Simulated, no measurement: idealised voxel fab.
A process module follows: voxel self aligned contacts.
Cross-section cut: width 260 nm, square cells of 5 nm.
Cross-section layout: square cells on a grid; listed as bands, top to bottom; a band spans one or more cell rows.
Per band: top height and bottom height in nm, followed by the left-to-right materials and their widths in nm; "throughout" marks a single material spanning edge to edge, "air" marks empty space.
The reference from which all heights are counted is 0, the level beneath which the as-received wafer is entirely one material; the lowest band, having no lower bound, proceeds downward and is written after the example "from 0 down".
Width spec "30..40" -> top row of cells at first value, bottom row at second value, equal per-row change in between.
A step reported as "no modifications" is a step in which no cell of the cross-section changed.
Each empty space that has no open way to the top and spans at least 8 cells appears under "Trapped void list" as width x height at distance, the distance counted from the left edge, all in nm.
That trailing text on a step's line, after the settings, is the simulator's own remark on the step.
overlay nm: mask offset rightward from planned place, masked step; negative means leftward offset.

Planned process steps:
1: RECEIVE [material Si]
2: CONFORMAL_DEP [material SiO2] [thk nm 5]
3: DIRECTIONAL_DEP [material polySi] [thk nm 25]
4: DIRECTIONAL_DEP [material SiN] [thk nm 20]
5: DIRECTIONAL_DEP [material aC] [thk nm 10]
6: PATTERN [tone cover] [mask id GATE] [material resist] [width nm 25] [pitch nm 70] [thk nm 25] [overlay nm 0]
7: DIRECTIONAL_ETCH [etch materials aC] [depth nm 10]
8: STRIP [etch materials resist]
9: DIRECTIONAL_ETCH [etch materials SiN] [depth nm 20]
10: DIRECTIONAL_ETCH [etch materials polySi] [depth nm 25]
11: STRIP [etch materials aC]
12: CONFORMAL_DEP [material SiN] [thk nm 10]
13: DIRECTIONAL_ETCH [etch materials SiN] [depth nm 10]
14: FILL_DEP [material SiO2] [thk nm 15]
15: CMP [height nm 55]
16: MASKED_ETCH [tone open] [mask id CONTACT] [width nm 55] [etch materials SiO2] [depth nm 55] [overlay nm 0]
17: CONFORMAL_DEP [material TiN] [thk nm 5]
18: FILL_DEP [material W] [thk nm 5]
19: CMP [height nm 55]
20: CONFORMAL_DEP [material SiCN] [thk nm 5]

First of the two wafers, run per plan:

Cross-section, incoming material, after step 1:
  from 0 down | Si throughout
  Trapped void list: none

Wafer after step 2 (cross-section):
  from 5 to 0 | SiO2 throughout
  Everything below 0 is unchanged.

Wafer after step 3 (cross-section):
  from 30 to 5 | polySi throughout
  Everything below 5 is unchanged.

Wafer after step 4 (cross-section):
  from 50 to 30 | SiN throughout
  Everything below 30 is unchanged.

Wafer after step 5 (cross-section):
  from 60 to 50 | aC throughout
  Everything below 50 is unchanged.

Wafer after step 6 (cross-section):
  from 85 to 60 | 80 air / 25 resist / 45 air / 25 resist / 85 air
  Everything below 60 is unchanged.

Wafer after step 7 (cross-section):
  from 75 to 60 | 80 air / 25 resist / 45 air / 25 resist / 85 air
  from 60 to 50 | 80 air / 25 aC / 45 air / 25 aC / 85 air
  Everything below 50 is unchanged.

Wafer after step 8 (cross-section):
  from 60 to 50 | 80 air / 25 aC / 45 air / 25 aC / 85 air
  Everything below 50 is unchanged.

Wafer after step 9 (cross-section):
  from 60 to 50 | 80 air / 25 aC / 45 air / 25 aC / 85 air
  from 50 to 30 | 80 air / 25 SiN / 45 air / 25 SiN / 85 air
  Everything below 30 is unchanged.

Wafer after step 10 (cross-section):
  from 60 to 50 | 80 air / 25 aC / 45 air / 25 aC / 85 air
  from 50 to 30 | 80 air / 25 SiN / 45 air / 25 SiN / 85 air
  from 30 to 5 | 80 air / 25 polySi / 45 air / 25 polySi / 85 air
  Everything below 5 is unchanged.

Wafer after step 11 (cross-section):
  from 50 to 30 | 80 air / 25 SiN / 45 air / 25 SiN / 85 air
  Everything below 30 is unchanged.

Wafer after step 12 (cross-section):
  from 60 to 30 | 70 air / 45 SiN / 25 air / 45 SiN / 75 air
  from 30 to 15 | 70 air / 10 SiN / 25 polySi / 10 SiN / 25 air / 10 SiN / 25 polySi / 10 SiN / 75 air
  from 15 to 5 | 80 SiN / 25 polySi / 45 SiN / 25 polySi / 85 SiN
  Everything below 5 is unchanged.

Wafer after step 13 (cross-section):
  from 50 to 30 | 70 air / 45 SiN / 25 air / 45 SiN / 75 air
  from 30 to 5 | 70 air / 10 SiN / 25 polySi / 10 SiN / 25 air / 10 SiN / 25 polySi / 10 SiN / 75 air
  Everything below 5 is unchanged.

Wafer after step 14 (cross-section):
  from 65 to 50 | SiO2 throughout
  from 50 to 30 | 70 SiO2 / 45 SiN / 25 SiO2 / 45 SiN / 75 SiO2
  from 30 to 5 | 70 SiO2 / 10 SiN / 25 polySi / 10 SiN / 25 SiO2 / 10 SiN / 25 polySi / 10 SiN / 75 SiO2
  Everything below 5 is unchanged.

Wafer after step 15 (cross-section):
  from 55 to 50 | SiO2 throughout
  Everything below 50 is unchanged.

Wafer after step 16 (cross-section):
  from 55 to 50 | 100 SiO2 / 55 air / 105 SiO2
  from 50 to 30 | 70 SiO2 / 45 SiN / 25 air / 45 SiN / 75 SiO2
  from 30 to 5 | 70 SiO2 / 10 SiN / 25 polySi / 10 SiN / 25 air / 10 SiN / 25 polySi / 10 SiN / 75 SiO2
  from 5 to 0 | 115 SiO2 / 25 air / 120 SiO2
  Everything below 0 is unchanged.

Wafer after step 17 (cross-section):
  from 60 to 55 | 105 TiN / 45 air / 110 TiN
  from 55 to 50 | 100 SiO2 / 20 TiN / 15 air / 20 TiN / 105 SiO2
  from 50 to 30 | 70 SiO2 / 45 SiN / 5 TiN / 15 air / 5 TiN / 45 SiN / 75 SiO2
  from 30 to 5 | 70 SiO2 / 10 SiN / 25 polySi / 10 SiN / 5 TiN / 15 air / 5 TiN / 10 SiN / 25 polySi / 10 SiN / 75 SiO2
  from 5 to 0 | 115 SiO2 / 25 TiN / 120 SiO2
  Everything below 0 is unchanged.

Wafer after step 18 (cross-section):
  from 65 to 60 | W throughout
  from 60 to 55 | 105 TiN / 45 W / 110 TiN
  from 55 to 50 | 100 SiO2 / 20 TiN / 15 W / 20 TiN / 105 SiO2
  from 50 to 30 | 70 SiO2 / 45 SiN / 5 TiN / 15 W / 5 TiN / 45 SiN / 75 SiO2
  from 30 to 5 | 70 SiO2 / 10 SiN / 25 polySi / 10 SiN / 5 TiN / 15 W / 5 TiN / 10 SiN / 25 polySi / 10 SiN / 75 SiO2
  Everything below 5 is unchanged.

Wafer after step 19 (cross-section):
  from 55 to 50 | 100 SiO2 / 20 TiN / 15 W / 20 TiN / 105 SiO2
  Everything below 50 is unchanged.

Wafer after step 20 (cross-section):
  from 60 to 55 | SiCN throughout
  Everything below 55 is unchanged.

Wafer two of two - same starting point, same process plan, one mistake in execution; matches wafer one up to and including step 3:

At the planned end of step 4, the second wafer in cross-section:
  from 70 to 30 | SiN throughout
  Everything below 30 is unchanged.

At the planned end of step 5, the second wafer in cross-section:
  from 80 to 70 | aC throughout
  Everything below 70 is unchanged.

At the planned end of step 6, the second wafer in cross-section:
  from 105 to 80 | 80 air / 25 resist / 45 air / 25 resist / 85 air
  Everything below 80 is unchanged.

At the planned end of step 7, the second wafer in cross-section:
  from 95 to 80 | 80 air / 25 resist / 45 air / 25 resist / 85 air
  from 80 to 70 | 80 air / 25 aC / 45 air / 25 aC / 85 air
  Everything below 70 is unchanged.

At the planned end of step 8, the second wafer in cross-section:
  from 80 to 70 | 80 air / 25 aC / 45 air / 25 aC / 85 air
  Everything below 70 is unchanged.

At the planned end of step 9, the second wafer in cross-section:
  from 80 to 70 | 80 air / 25 aC / 45 air / 25 aC / 85 air
  from 70 to 50 | 80 air / 25 SiN / 45 air / 25 SiN / 85 air
  Everything below 50 is unchanged.

At the planned end of step 10, the second wafer in cross-section: no modifications

At the planned end of step 11, the second wafer in cross-section:
  from 70 to 50 | 80 air / 25 SiN / 45 air / 25 SiN / 85 air
  Everything below 50 is unchanged.

At the planned end of step 12, the second wafer in cross-section:
  from 80 to 60 | 70 air / 45 SiN / 25 air / 45 SiN / 75 air
  from 60 to 30 | SiN throughout
  Everything below 30 is unchanged.

At the planned end of step 13, the second wafer in cross-section:
  from 70 to 50 | 70 air / 45 SiN / 25 air / 45 SiN / 75 air
  Everything below 50 is unchanged.

At the planned end of step 14, the second wafer in cross-section:
  from 85 to 70 | SiO2 throughout
  from 70 to 50 | 70 SiO2 / 45 SiN / 25 SiO2 / 45 SiN / 75 SiO2
  Everything below 50 is unchanged.

At the planned end of step 15, the second wafer in cross-section:
  from 55 to 50 | 70 SiO2 / 45 SiN / 25 SiO2 / 45 SiN / 75 SiO2
  Everything below 50 is unchanged.

At the planned end of step 16, the second wafer in cross-section:
  from 55 to 50 | 70 SiO2 / 45 SiN / 25 air / 45 SiN / 75 SiO2
  Everything below 50 is unchanged.

At the planned end of step 17, the second wafer in cross-section:
  from 60 to 55 | 120 TiN / 15 air / 125 TiN
  from 55 to 50 | 70 SiO2 / 45 SiN / 25 TiN / 45 SiN / 75 SiO2
  Everything below 50 is unchanged.

At the planned end of step 18, the second wafer in cross-section:
  from 65 to 60 | W throughout
  from 60 to 55 | 120 TiN / 15 W / 125 TiN
  Everything below 55 is unchanged.

At the planned end of step 19, the second wafer in cross-section:
  from 55 to 50 | 70 SiO2 / 45 SiN / 25 TiN / 45 SiN / 75 SiO2
  Everything below 50 is unchanged.

At the planned end of step 20, the second wafer in cross-section:
  from 60 to 55 | SiCN throughout
  Everything below 55 is unchanged.
Deviation noted in wafer processing: heads up, step 4 of the plan got done twice
It is noted that, at the conclusion of processing, the second wafer exhibits a higher or lower cell count for certain materials relative to the first: SiN: 114 more, SiO2: 268 fewer, TiN: 26 fewer, W: 30 fewer, polySi: 210 more
